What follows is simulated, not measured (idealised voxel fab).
Presented below is a process module, voxel self aligned contacts.
In the cross-section labelled cut, the width is 260 nm and each square cell is 5 nm.
Cross-section, as written here: a square-cell grid given band by band from the top down, where a band holds one or more rows of cells.
Band entry format. Leading values: height of top, height of bottom, nm. Remainder: materials in left-to-right order, each with its width in nm. Special words: "throughout" on a single material, which then fills the band edge to edge; "empty", empty space.
The reference from which all heights are counted is 0, the level beneath which the as-received wafer is entirely one material; the lowest band, having no lower bound, proceeds downward and is written after the example "from 0 down".
Width: "30..40" (first number = top row, second number = bottom row, same change from row to row of cells).
You'll sometimes find "all unchanged" written for a step, and that's the way of saying that nowhere in the cross-section did a cell change during that step.
"Sealed internal cavities" enumerates empty spaces isolated from the top, with no open way to it, that contain at least 8 cells, giving each as width x height at distance from the left edge, all three in nm.
Heads up: the bit after the settings on a step's line is the simulator's remark on that step.
A step's line can hold "overlay nm"; with a mask on that step, the setting says how far right of the planned place the mask lay, while a negative setting says it lay to the left.
**Process steps - plan**
| 1 | RECEIVE (material Si) |
| 2 | OXIDIZE (depth nm 5) |
| 3 | DIRECTIONAL_DEP (material polySi; thk nm 25) |
| 4 | DIRECTIONAL_DEP (material SiN; thk nm 25) |
| 5 | MASKED_ETCH (tone cover; mask id GATE; width nm 30; pitch nm 75; etch materials SiN; depth nm 25; overlay nm 0) |
| 6 | MASKED_ETCH (tone cover; mask id GATE; width nm 30; pitch nm 75; etch materials polySi; depth nm 25; overlay nm 0) |
| 7 | CONFORMAL_DEP (material SiN; thk nm 10) |
| 8 | DIRECTIONAL_ETCH (etch materials SiN; depth nm 10) |
| 9 | FILL_DEP (material SiO2; thk nm 15) |
| 10 | CMP (height nm 60) |
| 11 | DIRECTIONAL_DEP (material aC; thk nm 10) |
| 12 | PATTERN (tone open; mask id CONTACT; material resist; width nm 55; pitch nm 75; thk nm 30; overlay nm 0) |
| 13 | DIRECTIONAL_ETCH (etch materials aC; depth nm 10) |
| 14 | STRIP (etch materials resist) |
| 15 | DIRECTIONAL_ETCH (etch materials SiO2; depth nm 65) |
| 16 | STRIP (etch materials aC) |
| 17 | CONFORMAL_DEP (material TiN; thk nm 5) |
| 18 | FILL_DEP (material Ru; thk nm 10) |
| 19 | CMP (height nm 60) |
| 20 | CONFORMAL_DEP (material SiCN; thk nm 5) |
**Cross-section, incoming material, after step 1**
* from 0 down | Si throughout
* Sealed internal cavities: none
**Here's the cross-section of the first of our two wafers at the end of the module - it ran as planned**
* from 65 to 60 | SiCN throughout
* from 60 to 50 | SiO2: 65  TiN: 5..20  Ru: 45..15  TiN: 5..20  SiO2: 20  TiN: 5..20  Ru: 45..15  TiN: 5..20  SiO2: 65
* from 50 to 25 | SiO2: 30  SiN: 50  TiN: 5  Ru: 15  TiN: 5  SiN: 50  TiN: 5  Ru: 15  TiN: 5  SiN: 50  SiO2: 30
* from 25 to 0 | SiO2: 30  SiN: 10  polySi: 30  SiN: 10  TiN: 5  Ru: 15  TiN: 5  SiN: 10  polySi: 30  SiN: 10  TiN: 5  Ru: 15  TiN: 5  SiN: 10  polySi: 30  SiN: 10  SiO2: 30
* from 0 to -5 | SiO2: 80  TiN: 25  SiO2: 50  TiN: 25  SiO2: 80
* from -5 down | Si throughout
* Sealed internal cavities: none
**So this is wafer number two of the two, cut at the end of the module - it started where the first did and had the same plan, we just got one thing wrong running it**
* from 65 to 60 | SiCN throughout
* from 60 to 50 | SiO2: 65  TiN: 5..15  Ru: 45..15  TiN: 5..25  SiO2: 20  TiN: 5..15  Ru: 45..15  TiN: 5..25  SiO2: 65
* from 50 to 30 | SiO2: 25  SiN: 50  TiN: 5  Ru: 15  TiN: 5  SiN: 50  TiN: 5  Ru: 15  TiN: 5  SiN: 50  SiO2: 35
* from 30 to 25 | SiO2: 25  SiN: 50  TiN: 10  Ru: 10  TiN: 5  SiN: 50  TiN: 10  Ru: 10  TiN: 5  SiN: 50  SiO2: 35
* from 25 to 0 | SiO2: 25  SiN: 10  polySi: 35  SiN: 10  TiN: 5  Ru: 10  TiN: 5  SiN: 10  polySi: 35  SiN: 10  TiN: 5  Ru: 10  TiN: 5  SiN: 10  polySi: 35  SiN: 10  SiO2: 30
* from 0 to -5 | SiO2: 80  TiN: 20  SiO2: 55  TiN: 20  SiO2: 85
* from -5 down | Si throughout
* Sealed internal cavities: none
Run error: step 5, actual vs plan mismatch, actual run MASKED_ETCH (tone cover; mask id GATE; width nm 30; pitch nm 75; etch materials SiN; depth nm 25; overlay nm -5)
Wrapping up, a cell-based count of both wafers puts the second over or under the first for these materials: Ru -12; SiO2 -3; polySi +15
